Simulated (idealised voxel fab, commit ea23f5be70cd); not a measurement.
The name of this process module is voxel self aligned contacts.
Section shown: cut. Width: 180 nm. Cell size: 5 nm, square.
In what follows, cross-sections appear as grids of square cells, described through bands that run from the top down, where every band is one or more rows of cells. Band: top height; bottom height; in nm. Then, left to right: material with width in nm, for each material. "everywhere": a single material spanning edge to edge. "blank": empty space. Note: height 0 marks the level under which the wafer is uniformly one material as received. Lowest band unbounded below, written "0 -> down". When a width is written as two numbers, as in "30..40", the first number is the width in the top row of cells of the band and the second is the width in its bottom row, and the width changes by the same amount from each row to the next. Given "no modifications" for a step, no cell of the cross-section differs between before and after that step. "Cavities, sealed" lists enclosed empty spaces (at least 8 cells, no open path upward to the top), each as width x height at distance from the left edge, in nm. What comes after the settings on a step's line is commentary from the simulator itself on that step. The line of a step may include "overlay nm". On a step with a mask, this value is how far to the right of its planned place the mask lay. A negative value means the mask lay to the left.

Below is the list of planned process steps
1. RECEIVE: material Si
2. CONFORMAL_DEP: material SiO2, thk nm 5
3. DIRECTIONAL_DEP: material polySi, thk nm 25
4. DIRECTIONAL_DEP: material SiN, thk nm 20
5. PATTERN: tone cover, mask id GATE, material resist, width nm 25, pitch nm 65, thk nm 20, overlay nm 0
6. DIRECTIONAL_ETCH: etch materials SiN, depth nm 20
7. DIRECTIONAL_ETCH: etch materials polySi, depth nm 25
8. STRIP: etch materials resist
9. CONFORMAL_DEP: material SiN, thk nm 10
10. DIRECTIONAL_ETCH: etch materials SiN, depth nm 10
11. FILL_DEP: material SiO2, thk nm 20
12. CMP: height nm 60
13. PATTERN: tone open, mask id CONTACT, material resist, width nm 50, thk nm 15, overlay nm 0
14. DIRECTIONAL_ETCH: etch materials SiO2, depth nm 60
15. STRIP: etch materials resist
16. CONFORMAL_DEP: material TiN, thk nm 5
17. FILL_DEP: material Ru, thk nm 5
18. CMP: height nm 60
19. CONFORMAL_DEP: material SiCN, thk nm 5

The first of the two wafers, which ran as planned

As received (post step 1): cross-section
* 0 -> down | Si everywhere
* Cavities, sealed: none

Cross-sectional representation of the wafer at the conclusion of step 2
* 5 -> 0 | SiO2 everywhere
* Anything lower than 0 is untouched.

Cross-sectional representation of the wafer at the conclusion of step 3
* 30 -> 5 | polySi everywhere
* Anything lower than 5 is untouched.

Cross-sectional representation of the wafer at the conclusion of step 4
* 50 -> 30 | SiN everywhere
* Anything lower than 30 is untouched.

Cross-sectional representation of the wafer at the conclusion of step 5
* 70 -> 50 | 45 nm blank; 25 nm resist; 40 nm blank; 25 nm resist; 45 nm blank
* Anything lower than 50 is untouched.

Cross-sectional representation of the wafer at the conclusion of step 6
* 70 -> 50 | 45 nm blank; 25 nm resist; 40 nm blank; 25 nm resist; 45 nm blank
* 50 -> 30 | 45 nm blank; 25 nm SiN; 40 nm blank; 25 nm SiN; 45 nm blank
* Anything lower than 30 is untouched.

Cross-sectional representation of the wafer at the conclusion of step 7
* 70 -> 50 | 45 nm blank; 25 nm resist; 40 nm blank; 25 nm resist; 45 nm blank
* 50 -> 30 | 45 nm blank; 25 nm SiN; 40 nm blank; 25 nm SiN; 45 nm blank
* 30 -> 5 | 45 nm blank; 25 nm polySi; 40 nm blank; 25 nm polySi; 45 nm blank
* Anything lower than 5 is untouched.

Cross-sectional representation of the wafer at the conclusion of step 8
* 50 -> 30 | 45 nm blank; 25 nm SiN; 40 nm blank; 25 nm SiN; 45 nm blank
* Anything lower than 30 is untouched.

Cross-sectional representation of the wafer at the conclusion of step 9
* 60 -> 30 | 35 nm blank; 45 nm SiN; 20 nm blank; 45 nm SiN; 35 nm blank
* 30 -> 15 | 35 nm blank; 10 nm SiN; 25 nm polySi; 10 nm SiN; 20 nm blank; 10 nm SiN; 25 nm polySi; 10 nm SiN; 35 nm blank
* 15 -> 5 | 45 nm SiN; 25 nm polySi; 40 nm SiN; 25 nm polySi; 45 nm SiN
* Anything lower than 5 is untouched.

Cross-sectional representation of the wafer at the conclusion of step 10
* 50 -> 30 | 35 nm blank; 45 nm SiN; 20 nm blank; 45 nm SiN; 35 nm blank
* 30 -> 5 | 35 nm blank; 10 nm SiN; 25 nm polySi; 10 nm SiN; 20 nm blank; 10 nm SiN; 25 nm polySi; 10 nm SiN; 35 nm blank
* Anything lower than 5 is untouched.

Cross-sectional representation of the wafer at the conclusion of step 11
* 70 -> 50 | SiO2 everywhere
* 50 -> 30 | 35 nm SiO2; 45 nm SiN; 20 nm SiO2; 45 nm SiN; 35 nm SiO2
* 30 -> 5 | 35 nm SiO2; 10 nm SiN; 25 nm polySi; 10 nm SiN; 20 nm SiO2; 10 nm SiN; 25 nm polySi; 10 nm SiN; 35 nm SiO2
* Anything lower than 5 is untouched.

Cross-sectional representation of the wafer at the conclusion of step 12
* 60 -> 50 | SiO2 everywhere
* Anything lower than 50 is untouched.

Cross-sectional representation of the wafer at the conclusion of step 13
* 75 -> 60 | 65 nm resist; 50 nm blank; 65 nm resist
* Anything lower than 60 is untouched.

Cross-sectional representation of the wafer at the conclusion of step 14
* 75 -> 60 | 65 nm resist; 50 nm blank; 65 nm resist
* 60 -> 50 | 65 nm SiO2; 50 nm blank; 65 nm SiO2
* 50 -> 30 | 35 nm SiO2; 45 nm SiN; 20 nm blank; 45 nm SiN; 35 nm SiO2
* 30 -> 5 | 35 nm SiO2; 10 nm SiN; 25 nm polySi; 10 nm SiN; 20 nm blank; 10 nm SiN; 25 nm polySi; 10 nm SiN; 35 nm SiO2
* 5 -> 0 | 80 nm SiO2; 20 nm blank; 80 nm SiO2
* Anything lower than 0 is untouched.

Cross-sectional representation of the wafer at the conclusion of step 15
* 60 -> 50 | 65 nm SiO2; 50 nm blank; 65 nm SiO2
* Anything lower than 50 is untouched.

Cross-sectional representation of the wafer at the conclusion of step 16
* 65 -> 60 | 70 nm TiN; 40 nm blank; 70 nm TiN
* 60 -> 50 | 65 nm SiO2; 5..20 nm TiN; 40..10 nm blank; 5..20 nm TiN; 65 nm SiO2
* 50 -> 30 | 35 nm SiO2; 45 nm SiN; 5 nm TiN; 10 nm blank; 5 nm TiN; 45 nm SiN; 35 nm SiO2
* 30 -> 5 | 35 nm SiO2; 10 nm SiN; 25 nm polySi; 10 nm SiN; 5 nm TiN; 10 nm blank; 5 nm TiN; 10 nm SiN; 25 nm polySi; 10 nm SiN; 35 nm SiO2
* 5 -> 0 | 80 nm SiO2; 20 nm TiN; 80 nm SiO2
* Anything lower than 0 is untouched.

Cross-sectional representation of the wafer at the conclusion of step 17
* 70 -> 65 | Ru everywhere
* 65 -> 60 | 70 nm TiN; 40 nm Ru; 70 nm TiN
* 60 -> 50 | 65 nm SiO2; 5..20 nm TiN; 40..10 nm Ru; 5..20 nm TiN; 65 nm SiO2
* 50 -> 30 | 35 nm SiO2; 45 nm SiN; 5 nm TiN; 10 nm Ru; 5 nm TiN; 45 nm SiN; 35 nm SiO2
* 30 -> 5 | 35 nm SiO2; 10 nm SiN; 25 nm polySi; 10 nm SiN; 5 nm TiN; 10 nm Ru; 5 nm TiN; 10 nm SiN; 25 nm polySi; 10 nm SiN; 35 nm SiO2
* Anything lower than 5 is untouched.

Cross-sectional representation of the wafer at the conclusion of step 18
* 60 -> 50 | 65 nm SiO2; 5..20 nm TiN; 40..10 nm Ru; 5..20 nm TiN; 65 nm SiO2
* Anything lower than 50 is untouched.

Cross-sectional representation of the wafer at the conclusion of step 19
* 65 -> 60 | SiCN everywhere
* Anything lower than 60 is untouched.

Second wafer, same starting state and plan as the first, one mistake in the run, identical through step 12

The second wafer in cross-section, at the planned close of step 13
* 75 -> 60 | 65 nm resist; 55 nm blank; 60 nm resist
* Anything lower than 60 is untouched.

The second wafer in cross-section, at the planned close of step 14
* 75 -> 60 | 65 nm resist; 55 nm blank; 60 nm resist
* 60 -> 50 | 65 nm SiO2; 55 nm blank; 60 nm SiO2
* 50 -> 30 | 35 nm SiO2; 45 nm SiN; 20 nm blank; 45 nm SiN; 35 nm SiO2
* 30 -> 5 | 35 nm SiO2; 10 nm SiN; 25 nm polySi; 10 nm SiN; 20 nm blank; 10 nm SiN; 25 nm polySi; 10 nm SiN; 35 nm SiO2
* 5 -> 0 | 80 nm SiO2; 20 nm blank; 80 nm SiO2
* Anything lower than 0 is untouched.

The second wafer in cross-section, at the planned close of step 15
* 60 -> 50 | 65 nm SiO2; 55 nm blank; 60 nm SiO2
* Anything lower than 50 is untouched.

The second wafer in cross-section, at the planned close of step 16
* 65 -> 60 | 70 nm TiN; 45 nm blank; 65 nm TiN
* 60 -> 50 | 65 nm SiO2; 5..20 nm TiN; 45..10 nm blank; 5..25 nm TiN; 60 nm SiO2
* 50 -> 30 | 35 nm SiO2; 45 nm SiN; 5 nm TiN; 10 nm blank; 5 nm TiN; 45 nm SiN; 35 nm SiO2
* 30 -> 5 | 35 nm SiO2; 10 nm SiN; 25 nm polySi; 10 nm SiN; 5 nm TiN; 10 nm blank; 5 nm TiN; 10 nm SiN; 25 nm polySi; 10 nm SiN; 35 nm SiO2
* 5 -> 0 | 80 nm SiO2; 20 nm TiN; 80 nm SiO2
* Anything lower than 0 is untouched.

The second wafer in cross-section, at the planned close of step 17
* 70 -> 65 | Ru everywhere
* 65 -> 60 | 70 nm TiN; 45 nm Ru; 65 nm TiN
* 60 -> 50 | 65 nm SiO2; 5..20 nm TiN; 45..10 nm Ru; 5..25 nm TiN; 60 nm SiO2
* 50 -> 30 | 35 nm SiO2; 45 nm SiN; 5 nm TiN; 10 nm Ru; 5 nm TiN; 45 nm SiN; 35 nm SiO2
* 30 -> 5 | 35 nm SiO2; 10 nm SiN; 25 nm polySi; 10 nm SiN; 5 nm TiN; 10 nm Ru; 5 nm TiN; 10 nm SiN; 25 nm polySi; 10 nm SiN; 35 nm SiO2
* Anything lower than 5 is untouched.

The second wafer in cross-section, at the planned close of step 18
* 60 -> 50 | 65 nm SiO2; 5..20 nm TiN; 45..10 nm Ru; 5..25 nm TiN; 60 nm SiO2
* Anything lower than 50 is untouched.

The second wafer in cross-section, at the planned close of step 19
* 65 -> 60 | SiCN everywhere
* Anything lower than 60 is untouched.
Heads up, the wafer didn't run the way we planned it: step 13: run off-plan, actual operation and settings PATTERN: tone open, mask id CONTACT, material resist, width nm 55, thk nm 15, overlay nm 0
Wafer comparison, final, in cells, second relative to first, materials more or fewer: Ru: 1 more, SiO2: 2 fewer, TiN: 1 more
